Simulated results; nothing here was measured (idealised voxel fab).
Presented below is a process module, voxel gate over fins.
Section shown: cut. Width: 210 nm. Cell size: 5 nm, square.
This document writes a cross-section as a grid whose cells are square, and gives it as bands, listed from the top down; one or more rows of cells form a band.
Look at the band entry: it leads with the top's height and the bottom's height in nm. Then it lists the materials left to right, with a width in nm for each. The word "edge to edge" on a single material says that material fills the band edge to edge. The word "empty" is empty space.
Zero point of the height axis is 0; under it, received wafer = one material. Lowest band: continues down indefinitely, "from 0 down".
So if you see something like "30 to 40" for the width, read it as the top row of the band sitting at the first number and the bottom row at the second, with every row in between moving by the same amount as the last.
"left unchanged" -> step changed no cross-section cell.
"Closed void entries" contains a list of empty spaces, each no smaller than 8 cells and without an open way to the top, written in the form width x height at distance with the distance from the left edge and all three in nm.
It should be noted that, on the line of a given step, the content following the step's settings is a remark produced by the simulator itself with respect to that step.
overlay nm: step with mask; distance mask lay right of planned place; negative value = left of planned place.

# Here's what the planned process steps look like
1) RECEIVE, material Si
2) CONFORMAL_DEP, material SiN, thk nm 10
3) MASKED_ETCH, tone cover, mask id FINS, width nm 15, pitch nm 40, etch materials SiN, depth nm 10, overlay nm 0
4) MASKED_ETCH, tone cover, mask id FINS, width nm 15, pitch nm 40, etch materials Si, depth nm 35, overlay nm -15
5) OXIDIZE, depth nm 5
6) FILL_DEP, material SiO2, thk nm 15
7) CMP, height nm 10
8) SELECTIVE_ETCH, etch materials SiO2, depth nm 20
9) STRIP, etch materials SiN
10) CONFORMAL_DEP, material HfO2, thk nm 5
11) CONFORMAL_DEP, material TiN, thk nm 5
12) FILL_DEP, material W, thk nm 15
13) CMP, height nm 20
14) CONFORMAL_DEP, material SiN, thk nm 5
Where the wafers of this document differ is in the overlay nm of step 4; they start out the same, and the plan states the value that applied to the first wafer.

# The first of several wafers as received, shown in cross-section; this is its state after step 1
* from 0 down = Si edge to edge
* Closed void entries: none

# Cross-section of the first of several wafers, taken after step 14, where the module ends
* from 25 to 20 = SiN edge to edge
* from 20 to 10 = W edge to edge
* from 10 to 5 = W=70  TiN=25  W=15  TiN=25  W=75
* from 5 to 0 = W=55  TiN=20  HfO2=15  TiN=25  HfO2=15  TiN=5  W=75
* from 0 to -5 = TiN=60  HfO2=20  Si=5  HfO2=5  TiN=10  HfO2=20  Si=5  HfO2=5  TiN=80
* from -5 to -10 = HfO2=65  Si=20  HfO2=20  Si=20  HfO2=85
* from -10 to -40 = SiO2=65  Si=20  SiO2=20  Si=20  SiO2=85
* from -40 down = Si edge to edge
* Closed void entries: none

# At the end of the module, the last of several wafers in cross-section
* from 25 to 20 = SiN edge to edge
* from 20 to 10 = W edge to edge
* from 10 to 5 = W=70  TiN=25  W=15  TiN=25  W=75
* from 5 to 0 = W=70  TiN=5  HfO2=15  TiN=25  HfO2=15  TiN=20  W=60
* from 0 to -5 = TiN=75  HfO2=5  Si=5  HfO2=20  TiN=10  HfO2=5  Si=5  HfO2=20  TiN=65
* from -5 to -10 = HfO2=80  Si=20  HfO2=20  Si=20  HfO2=70
* from -10 to -40 = SiO2=80  Si=20  SiO2=20  Si=20  SiO2=70
* from -40 down = Si edge to edge
* Closed void entries: none

# For your reference, the table is organized with a row per wafer; each row reflects the wafer at the end of the module, indicating for each material the cells gained (+) or lost (-) since receipt, and thereafter its closed voids
overlay nm -15; +50 HfO2; -278 Si; +42 SiN; +204 SiO2; +50 TiN; +142 W; Closed void entries: none
overlay nm -10; +50 HfO2; -292 Si; +42 SiN; +216 SiO2; +50 TiN; +144 W; Closed void entries: none
overlay nm -5; +50 HfO2; -306 Si; +42 SiN; +228 SiO2; +50 TiN; +146 W; Closed void entries: none
overlay nm 0; +50 HfO2; -320 Si; +42 SiN; +240 SiO2; +50 TiN; +148 W; Closed void entries: none
overlay nm 5; +50 HfO2; -306 Si; +42 SiN; +228 SiO2; +50 TiN; +146 W; Closed void entries: none
overlay nm 10; +50 HfO2; -292 Si; +42 SiN; +216 SiO2; +50 TiN; +144 W; Closed void entries: none
overlay nm 15; +50 HfO2; -278 Si; +42 SiN; +204 SiO2; +50 TiN; +142 W; Closed void entries: none
